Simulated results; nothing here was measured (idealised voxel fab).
voxel trench capacitor: a process module
The figure presents cross-section cut, which has a width of 240 nm and is divided into square cells with an edge length of 5 nm.
This document writes a cross-section as a grid whose cells are square, and gives it as bands, listed from the top down; one or more rows of cells form a band.
Heights first: top, then bottom, in nm. Then materials, left to right, each with a width in nm. "full width" on a single material: fills the band edge to edge. "blank": empty space.
We count height from 0. Below that, the starting wafer is all one material. The lowest band never ends at the bottom but goes on down; see "0 -> down" for how that is written.
Quick explanation for "30->40": the width changes in equal steps down the rows of cells, from the first number in the band's top row to the second number in its bottom row.
Where a step carries "no modifications", the cross-section came out of it unchanged, cell for cell.
In the "Sealed internal voids" entry, you get each enclosed empty space of 8 cells or more, one with no open way to the top, written width x height at distance, distance from the left edge, in nm.
Read whatever lies past the settings on a step's line as the simulator's own remark about the step.
The optional step-line setting "overlay nm" applies to steps with a mask and quantifies how far to the right of its planned location the mask lay, a negative value indicating leftward placement.
Intended process steps:
1. RECEIVE,material Si
2. CONFORMAL_DEP,material SiN,thk nm 10
3. PATTERN,tone open,mask id TRENCH,material resist,width nm 25,pitch nm 50,thk nm 15,overlay nm 0
4. DIRECTIONAL_ETCH,etch materials SiN,depth nm 10
5. DIRECTIONAL_ETCH,etch materials Si,depth nm 40
6. STRIP,etch materials resist
7. CONFORMAL_DEP,material HfO2,thk nm 5
8. CONFORMAL_DEP,material TiN,thk nm 5
9. FILL_DEP,material W,thk nm 5
10. CMP,height nm 10
The cross-section here shows the wafer as received, i.e. in its state after step 1:
  0 -> down | Si full width
  Sealed internal voids: none
Result of the module, cross-sectioned: start per above, plan per above, one error in how it was run:
  10 -> 0 | 45 SiN, then 5 HfO2, then 5 TiN, then 5 W, then 5 TiN, then 5 HfO2, then 25 SiN, then 5 HfO2, then 5 TiN, then 5 W, then 5 TiN, then 5 HfO2, then 25 SiN, then 5 HfO2, then 5 TiN, then 5 W, then 5 TiN, then 5 HfO2, then 70 SiN
  0 -> -30 | 45 Si, then 5 HfO2, then 5 TiN, then 5 W, then 5 TiN, then 5 HfO2, then 25 Si, then 5 HfO2, then 5 TiN, then 5 W, then 5 TiN, then 5 HfO2, then 25 Si, then 5 HfO2, then 5 TiN, then 5 W, then 5 TiN, then 5 HfO2, then 70 Si
  -30 -> -35 | 45 Si, then 5 HfO2, then 15 TiN, then 5 HfO2, then 25 Si, then 5 HfO2, then 15 TiN, then 5 HfO2, then 25 Si, then 5 HfO2, then 15 TiN, then 5 HfO2, then 70 Si
  -35 -> -40 | 45 Si, then 25 HfO2, then 25 Si, then 25 HfO2, then 25 Si, then 25 HfO2, then 70 Si
  -40 -> down | Si full width
  Sealed internal voids: none
Nonconformance to the process plan: heads up, step 3 didn't go per plan, it actually ran as PATTERN,tone open,mask id TRENCH,material resist,width nm 25,pitch nm 50,thk nm 15,overlay nm -10
